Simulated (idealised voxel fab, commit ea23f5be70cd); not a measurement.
process module | voxel self aligned contacts
cross-section cut | 240 nm wide | cells 5 nm
A cross-section is a grid of square cells, given in bands from the top down. A band is one or more rows of cells.
Each band's line starts with the height of the band's top and of its bottom, in nm. Then come its materials from left to right, each with its width in nm. One material with "throughout" fills the band from edge to edge. "air" is empty space.
Height 0 is the level under which the wafer as received is all one material. The lowest band goes on downwards, as in "0 down".
A width such as "30 to 40" changes by the same amount from each row of cells to the next, from the band's top row to its bottom row.
"no change" after a step means that no cell of the cross-section changed.
closed voids: empty space of 8 cells or more with no open way to the top, each as width x height at its distance from the left edge, in nm
after a step's settings: what the simulator itself notes on the step
overlay nm, on a step with a mask: how far to the right of its planned place the mask lay; to the left if negative
plan
1 op RECEIVE | material Si
2 op OXIDIZE | depth nm 5
3 op DIRECTIONAL_DEP | material polySi | thk nm 30
4 op DIRECTIONAL_DEP | material SiN | thk nm 20
5 op PATTERN | tone cover | mask id GATE | material resist | width nm 25 | pitch nm 70 | thk nm 20 | overlay nm 0
6 op DIRECTIONAL_ETCH | etch materials SiN | depth nm 20
7 op DIRECTIONAL_ETCH | etch materials polySi | depth nm 30
8 op STRIP | etch materials resist
9 op CONFORMAL_DEP | material SiN | thk nm 10
10 op DIRECTIONAL_ETCH | etch materials SiN | depth nm 10
11 op FILL_DEP | material SiO2 | thk nm 10
12 op CMP | height nm 55
13 op PATTERN | tone open | mask id CONTACT | material resist | width nm 55 | thk nm 15 | overlay nm 0
14 op DIRECTIONAL_ETCH | etch materials SiO2 | depth nm 60
15 op STRIP | etch materials resist
16 op CONFORMAL_DEP | material TiN | thk nm 5
17 op FILL_DEP | material W | thk nm 10
18 op CMP | height nm 55
19 op CONFORMAL_DEP | material SiCN | thk nm 5
first wafer, as planned
as received, after step 1
  0 down: Si throughout
  closed voids: none
after step 2
  0 to -5: SiO2 throughout
  below -5: unchanged
after step 3
  30 to 0: polySi throughout
  below 0: unchanged
after step 4
  50 to 30: SiN throughout
  below 30: unchanged
after step 5
  70 to 50: air 70 | resist 25 | air 45 | resist 25 | air 75
  below 50: unchanged
after step 6
  70 to 50: air 70 | resist 25 | air 45 | resist 25 | air 75
  50 to 30: air 70 | SiN 25 | air 45 | SiN 25 | air 75
  below 30: unchanged
after step 7
  70 to 50: air 70 | resist 25 | air 45 | resist 25 | air 75
  50 to 30: air 70 | SiN 25 | air 45 | SiN 25 | air 75
  30 to 0: air 70 | polySi 25 | air 45 | polySi 25 | air 75
  below 0: unchanged
after step 8
  50 to 30: air 70 | SiN 25 | air 45 | SiN 25 | air 75
  below 30: unchanged
after step 9
  60 to 30: air 60 | SiN 45 | air 25 | SiN 45 | air 65
  30 to 10: air 60 | SiN 10 | polySi 25 | SiN 10 | air 25 | SiN 10 | polySi 25 | SiN 10 | air 65
  10 to 0: SiN 70 | polySi 25 | SiN 45 | polySi 25 | SiN 75
  below 0: unchanged
after step 10
  50 to 30: air 60 | SiN 45 | air 25 | SiN 45 | air 65
  30 to 0: air 60 | SiN 10 | polySi 25 | SiN 10 | air 25 | SiN 10 | polySi 25 | SiN 10 | air 65
  below 0: unchanged
after step 11
  60 to 50: SiO2 throughout
  50 to 30: SiO2 60 | SiN 45 | SiO2 25 | SiN 45 | SiO2 65
  30 to 0: SiO2 60 | SiN 10 | polySi 25 | SiN 10 | SiO2 25 | SiN 10 | polySi 25 | SiN 10 | SiO2 65
  below 0: unchanged
after step 12
  55 to 50: SiO2 throughout
  below 50: unchanged
after step 13
  70 to 55: resist 90 | air 55 | resist 95
  below 55: unchanged
after step 14
  70 to 55: resist 90 | air 55 | resist 95
  55 to 50: SiO2 90 | air 55 | SiO2 95
  50 to 30: SiO2 60 | SiN 45 | air 25 | SiN 45 | SiO2 65
  30 to 0: SiO2 60 | SiN 10 | polySi 25 | SiN 10 | air 25 | SiN 10 | polySi 25 | SiN 10 | SiO2 65
  0 to -5: SiO2 105 | air 25 | SiO2 110
  below -5: unchanged
after step 15
  55 to 50: SiO2 90 | air 55 | SiO2 95
  below 50: unchanged
after step 16
  60 to 55: TiN 95 | air 45 | TiN 100
  55 to 50: SiO2 90 | TiN 20 | air 15 | TiN 20 | SiO2 95
  50 to 30: SiO2 60 | SiN 45 | TiN 5 | air 15 | TiN 5 | SiN 45 | SiO2 65
  30 to 0: SiO2 60 | SiN 10 | polySi 25 | SiN 10 | TiN 5 | air 15 | TiN 5 | SiN 10 | polySi 25 | SiN 10 | SiO2 65
  0 to -5: SiO2 105 | TiN 25 | SiO2 110
  below -5: unchanged
after step 17
  70 to 60: W throughout
  60 to 55: TiN 95 | W 45 | TiN 100
  55 to 50: SiO2 90 | TiN 20 | W 15 | TiN 20 | SiO2 95
  50 to 30: SiO2 60 | SiN 45 | TiN 5 | W 15 | TiN 5 | SiN 45 | SiO2 65
  30 to 0: SiO2 60 | SiN 10 | polySi 25 | SiN 10 | TiN 5 | W 15 | TiN 5 | SiN 10 | polySi 25 | SiN 10 | SiO2 65
  below 0: unchanged
after step 18
  55 to 50: SiO2 90 | TiN 20 | W 15 | TiN 20 | SiO2 95
  below 50: unchanged
after step 19
  60 to 55: SiCN throughout
  below 55: unchanged
second wafer: like start, like plan, one mistake. Through step 12 it matches the first wafer
when step 13 should have ended
  70 to 55: resist 85 | air 65 | resist 90
  below 55: unchanged
when step 14 should have ended
  70 to 55: resist 85 | air 65 | resist 90
  55 to 50: SiO2 85 | air 65 | SiO2 90
  50 to 30: SiO2 60 | SiN 45 | air 25 | SiN 45 | SiO2 65
  30 to 0: SiO2 60 | SiN 10 | polySi 25 | SiN 10 | air 25 | SiN 10 | polySi 25 | SiN 10 | SiO2 65
  0 to -5: SiO2 105 | air 25 | SiO2 110
  below -5: unchanged
when step 15 should have ended
  55 to 50: SiO2 85 | air 65 | SiO2 90
  below 50: unchanged
when step 16 should have ended
  60 to 55: TiN 90 | air 55 | TiN 95
  55 to 50: SiO2 85 | TiN 25 | air 15 | TiN 25 | SiO2 90
  50 to 30: SiO2 60 | SiN 45 | TiN 5 | air 15 | TiN 5 | SiN 45 | SiO2 65
  30 to 0: SiO2 60 | SiN 10 | polySi 25 | SiN 10 | TiN 5 | air 15 | TiN 5 | SiN 10 | polySi 25 | SiN 10 | SiO2 65
  0 to -5: SiO2 105 | TiN 25 | SiO2 110
  below -5: unchanged
when step 17 should have ended
  70 to 60: W throughout
  60 to 55: TiN 90 | W 55 | TiN 95
  55 to 50: SiO2 85 | TiN 25 | W 15 | TiN 25 | SiO2 90
  50 to 30: SiO2 60 | SiN 45 | TiN 5 | W 15 | TiN 5 | SiN 45 | SiO2 65
  30 to 0: SiO2 60 | SiN 10 | polySi 25 | SiN 10 | TiN 5 | W 15 | TiN 5 | SiN 10 | polySi 25 | SiN 10 | SiO2 65
  below 0: unchanged
when step 18 should have ended
  55 to 50: SiO2 85 | TiN 25 | W 15 | TiN 25 | SiO2 90
  below 50: unchanged
when step 19 should have ended
  60 to 55: SiCN throughout
  below 55: unchanged
what went wrong: step 13 ran as: op PATTERN | tone open | mask id CONTACT | material resist | width nm 65 | thk nm 15 | overlay nm 0
at the end the second wafer has, in cells: 2 fewer of SiO2 | 2 more of TiN
